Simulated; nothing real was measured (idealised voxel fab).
Name of the process module below: voxel ribs on slabs
It is cross-section cut that appears here, measuring 175 nm in width, its square cells being 5 nm in size.
Notation: cross-section as square-cell grid; stated in bands, top first, going down; one or more cell rows per band.
Top height, bottom height, nm. Materials left to right, width each, nm. Single material + "throughout" = fills band edge to edge. "air" = empty.
Basically, 0 is our baseline, since under it the wafer straight out of the box is all one material. The bottom band has no lower end and keeps on going down, so it looks like "from 0 down".
With a width like "30 to 40", each row of cells in the band differs from the next by the same amount, the top row carrying the first number and the bottom row the second.
Take "nothing was modified" at face value: in the step it is given for, the cross-section changed in none of its cells.
The list in "Enclosed void entries" covers empty spaces of 8 cells or more that cannot reach the top through any open way, and it gives each as width x height at distance; the distance is from the left edge, and width, height and distance are in nm.
Past the settings on a step's line: simulator remark, on that step.
"overlay nm" denotes, for a step that has a mask, the displacement of the mask to the right of its planned place, with negative values corresponding to the left.

**Process steps - plan**
step 1: op RECEIVE | material Si
step 2: op DIRECTIONAL_DEP | material SiO2 | thk nm 25
step 3: op DIRECTIONAL_DEP | material SiN | thk nm 25
step 4: op DIRECTIONAL_DEP | material aC | thk nm 10
step 5: op PATTERN | tone cover | mask id RIB | material resist | width nm 25 | thk nm 25 | overlay nm 0
step 6: op DIRECTIONAL_ETCH | etch materials aC | depth nm 10
step 7: op STRIP | etch materials resist
step 8: op DIRECTIONAL_ETCH | etch materials SiN | depth nm 20
step 9: op STRIP | etch materials aC
step 10: op PATTERN | tone cover | mask id SLAB | material resist | width nm 65 | thk nm 20 | overlay nm 0
step 11: op DIRECTIONAL_ETCH | etch materials SiN | depth nm 5
step 12: op STRIP | etch materials resist
step 13: op FILL_DEP | material SiO2 | thk nm 25
step 14: op CMP | height nm 65
step 15: op DIRECTIONAL_DEP | material TiN | thk nm 5
step 16: op PATTERN | tone cover | mask id HEATER | material resist | width nm 35 | thk nm 15 | overlay nm 0
step 17: op DIRECTIONAL_ETCH | etch materials TiN | depth nm 5
step 18: op STRIP | etch materials resist
step 19: op CONFORMAL_DEP | material SiN | thk nm 5

**As-received wafer cross-section (after step 1)**
    from 0 down = Si throughout
    Enclosed void entries: none

**The module was run from the start shown above using the plan shown above, but one mistake was made doing it; the resulting wafer cross-section is below**
    from 75 to 70 = 65 air, 45 SiN, 65 air
    from 70 to 65 = 70 SiN, 35 TiN, 70 SiN
    from 65 to 50 = SiO2 throughout
    from 50 to 30 = 75 SiO2, 25 SiN, 75 SiO2
    from 30 to 25 = 55 SiO2, 70 SiN, 50 SiO2
    from 25 to 0 = SiO2 throughout
    from 0 down = Si throughout
    Enclosed void entries: none
Where did the run depart from the plan? step 10 was processed under conditions differing from the plan, specifically as op PATTERN | tone cover | mask id SLAB | material resist | width nm 70 | thk nm 20 | overlay nm 0
